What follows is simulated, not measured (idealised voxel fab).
Documented hereafter: the process module known as voxel self aligned contacts.
Shown is cross-section cut, with a width of 230 nm and square cells of size 5 nm.
Each cross-section below is a grid of square cells, stated as bands in top-down order, with one or more rows of cells making up each band.
Basically the band line says how high the top is and how high the bottom is, in nm, and then what's in it from left to right, every material with its width in nm. Empty space shows up as "air", and if a single material carries "throughout" it runs the full band edge to edge.
Heights are expressed relative to 0, this being the level below which the as-received wafer comprises one material exclusively. The lowest band is unbounded in the downward direction and is denoted as in "z 0 and below".
A width such as "30->40" changes by the same amount from each row of cells to the next, from the band's top row to its bottom row.
Take "all unchanged" at face value: in the step it is given for, the cross-section changed in none of its cells.
Empty spaces counting at least 8 cells and having no open way to the top are listed in "Closed void register". The notation width x height at distance is used for each, the distance being from the left edge and all three values in nm.
Post-settings text on a step line: simulator's own remark regarding the step.
For masked steps, "overlay nm" on the step line gives how far right of plan the mask actually lay; a minus sign means it lay to the left.
The steps planned for the process are as follows
| 1 | RECEIVE, material Si |
| 2 | OXIDIZE, depth nm 5 |
| 3 | DIRECTIONAL_DEP, material polySi, thk nm 20 |
| 4 | DIRECTIONAL_DEP, material SiN, thk nm 25 |
| 5 | PATTERN, tone cover, mask id GATE, material resist, width nm 35, pitch nm 70, thk nm 15, overlay nm 0 |
| 6 | DIRECTIONAL_ETCH, etch materials SiN, depth nm 25 |
| 7 | DIRECTIONAL_ETCH, etch materials polySi, depth nm 20 |
| 8 | STRIP, etch materials resist |
| 9 | CONFORMAL_DEP, material SiN, thk nm 10 |
| 10 | DIRECTIONAL_ETCH, etch materials SiN, depth nm 10 |
| 11 | FILL_DEP, material SiO2, thk nm 10 |
| 12 | CMP, height nm 50 |
| 13 | DIRECTIONAL_DEP, material aC, thk nm 15 |
| 14 | PATTERN, tone open, mask id CONTACT, material resist, width nm 55, pitch nm 70, thk nm 35, overlay nm 0 |
| 15 | DIRECTIONAL_ETCH, etch materials aC, depth nm 15 |
| 16 | STRIP, etch materials resist |
| 17 | DIRECTIONAL_ETCH, etch materials SiO2, depth nm 55 |
| 18 | STRIP, etch materials aC |
| 19 | CONFORMAL_DEP, material TiN, thk nm 5 |
| 20 | FILL_DEP, material W, thk nm 5 |
| 21 | CMP, height nm 50 |
| 22 | CONFORMAL_DEP, material SiN, thk nm 5 |
Shown in cross-section is the wafer as received, that is, as it stands after step 1
    z 0 and below: Si throughout
    Closed void register: none
Figure: cross-sectional view of the wafer upon completion of the module, processed from the initial state and according to the plan depicted above, with one error introduced during execution
    z 55 to 50: SiN throughout
    z 50 to 25: SiO2 50 | TiN 5 | W 45 | TiN 5 | SiO2 15 | TiN 5 | W 45 | TiN 5 | SiO2 55
    z 25 to 20: SiO2 50 | TiN 55 | SiO2 15 | TiN 55 | SiO2 55
    z 20 to 0: polySi throughout
    z 0 to -5: SiO2 throughout
    z -5 and below: Si throughout
    Closed void register: none
Want to know what went wrong? step 4 was not run as planned; what actually ran was DIRECTIONAL_DEP, material SiO2, thk nm 25
